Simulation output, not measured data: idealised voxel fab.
process module | voxel double patterning
cross-section cut | 280 nm wide | cells 5 nm
A cross-section is a grid of square cells, given in bands from the top down. A band is one or more rows of cells.
Each band's line starts with the height of the band's top and of its bottom, in nm. Then come its materials from left to right, each with its width in nm. One material with "throughout" fills the band from edge to edge. "air" is empty space.
Height 0 is the level under which the wafer as received is all one material. The lowest band goes on downwards, as in "0 down".
A width such as "30 to 40" changes by the same amount from each row of cells to the next, from the band's top row to its bottom row.
"no change" after a step means that no cell of the cross-section changed.
closed voids: empty space of 8 cells or more with no open way to the top, each as width x height at its distance from the left edge, in nm
after a step's settings: what the simulator itself notes on the step
overlay nm, on a step with a mask: how far to the right of its planned place the mask lay; to the left if negative
plan
1 op RECEIVE | material Si
2 op CONFORMAL_DEP | material SiO2 | thk nm 5
3 op DIRECTIONAL_DEP | material TiN | thk nm 20
4 op DIRECTIONAL_DEP | material SiCN | thk nm 5
5 op PATTERN | tone open | mask id FIRST | material resist | width nm 15 | pitch nm 50 | thk nm 15 | overlay nm 0
6 op DIRECTIONAL_ETCH | etch materials SiCN | depth nm 5
7 op STRIP | etch materials resist
8 op PATTERN | tone open | mask id SECOND | material resist | width nm 15 | thk nm 15 | overlay nm 0
9 op DIRECTIONAL_ETCH | etch materials SiCN | depth nm 5
10 op STRIP | etch materials resist
11 op DIRECTIONAL_ETCH | etch materials TiN | depth nm 20
12 op STRIP | etch materials SiCN
as received, after step 1
  0 down: Si throughout
  closed voids: none
first wafer at the end, as planned
  25 to 5: TiN 105 | air 15 | TiN 10 | air 15 | TiN 10 | air 15 | TiN 110
  5 to 0: SiO2 throughout
  0 down: Si throughout
  closed voids: none
second wafer at the end: like start, like plan, one mistake
  25 to 5: TiN 115 | air 30 | TiN 20 | air 15 | TiN 100
  5 to 0: SiO2 throughout
  0 down: Si throughout
  closed voids: none
what went wrong: step 5 ran as: op PATTERN | tone open | mask id FIRST | material resist | width nm 15 | pitch nm 50 | thk nm 15 | overlay nm 10
at the end the second wafer has, in cells: as many of each material as the first, in other places
